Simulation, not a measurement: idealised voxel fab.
Proc. module: voxel self aligned vias
Pictured: cross-section cut, 290 nm wide, on a grid of 5 nm square cells.
Heads up, the way a cross-section reads in here is a grid of square cells, handed over as bands from the top down, with every band being one or more rows of cells.
The entry gives the band's vertical extent as a top height and a bottom height in nm, then its horizontal make-up as materials from left to right, each with a width in nm. "air" stands for empty space; a single material marked "edge to edge" fills the band edge to edge.
It should be noted that heights are counted from 0, beneath which the wafer as supplied is of one material throughout, and that the lowest band possesses no lower boundary but continues downward, as written in "0..down".
With a width like "30->40", each row of cells in the band differs from the next by the same amount, the top row carrying the first number and the bottom row the second.
A step reported as "stayed the same" is a step in which no cell of the cross-section changed.
In the "Closed voids list" entry, you get each enclosed empty space of 8 cells or more, one with no open way to the top, written width x height at distance, distance from the left edge, in nm.
after a step's settings: what the simulator itself notes on the step
overlay nm: step with mask; distance mask lay right of planned place; negative value = left of planned place.
**So here's the lineup of process steps we planned**
| 1 | RECEIVE (material Si) |
| 2 | CONFORMAL_DEP (material SiO2; thk nm 15) |
| 3 | CONFORMAL_DEP (material SiCN; thk nm 5) |
| 4 | DIRECTIONAL_DEP (material SiO2; thk nm 30) |
| 5 | PATTERN (tone open; mask id LINES; material resist; width nm 30; pitch nm 60; thk nm 20; overlay nm 0) |
| 6 | DIRECTIONAL_ETCH (etch materials SiO2; depth nm 30) |
| 7 | STRIP (etch materials resist) |
| 8 | CONFORMAL_DEP (material TiN; thk nm 5) |
| 9 | FILL_DEP (material Ru; thk nm 5) |
| 10 | CMP (height nm 50) |
| 11 | SELECTIVE_ETCH (etch materials W Ru TiN; depth nm 10) |
| 12 | FILL_DEP (material SiN; thk nm 10) |
| 13 | CMP (height nm 50) |
| 14 | DIRECTIONAL_DEP (material SiO2; thk nm 20) |
| 15 | PATTERN (tone open; mask id VIAS; material resist; width nm 40; pitch nm 60; thk nm 20; overlay nm 0) |
| 16 | DIRECTIONAL_ETCH (etch materials SiO2; depth nm 20) |
| 17 | DIRECTIONAL_ETCH (etch materials SiN; depth nm 10) |
| 18 | STRIP (etch materials resist) |
| 19 | CONFORMAL_DEP (material TiN; thk nm 5) |
| 20 | FILL_DEP (material Ru; thk nm 5) |
| 21 | CMP (height nm 70) |
| 22 | CONFORMAL_DEP (material SiN; thk nm 5) |
**Delivered wafer in cross-section: state after step 1**
- 0..down = Si edge to edge
- Closed voids list: none
**Wafer cross-section at end of module: start and plan as shown above, one execution error**
- 75..70 = SiN edge to edge
- 70..55 = 95 nm SiO2, then 5 nm TiN, then 30 nm Ru, then 5 nm TiN, then 20 nm SiO2, then 5 nm TiN, then 30 nm Ru, then 5 nm TiN, then 95 nm SiO2
- 55..50 = 95 nm SiO2, then 40 nm TiN, then 20 nm SiO2, then 40 nm TiN, then 95 nm SiO2
- 50..40 = 95 nm SiN, then 5 nm TiN, then 30 nm SiO2, then 5 nm TiN, then 20 nm SiN, then 5 nm TiN, then 30 nm SiO2, then 5 nm TiN, then 95 nm SiN
- 40..25 = 95 nm Ru, then 5 nm TiN, then 30 nm SiO2, then 5 nm TiN, then 20 nm Ru, then 5 nm TiN, then 30 nm SiO2, then 5 nm TiN, then 95 nm Ru
- 25..20 = 100 nm TiN, then 30 nm SiO2, then 30 nm TiN, then 30 nm SiO2, then 100 nm TiN
- 20..15 = SiCN edge to edge
- 15..0 = SiO2 edge to edge
- 0..down = Si edge to edge
- Closed voids list: none
In executing the process, a mistake was made relative to the plan: step 5 was not run as planned; what actually ran was PATTERN (tone cover; mask id LINES; material resist; width nm 30; pitch nm 60; thk nm 20; overlay nm 0)
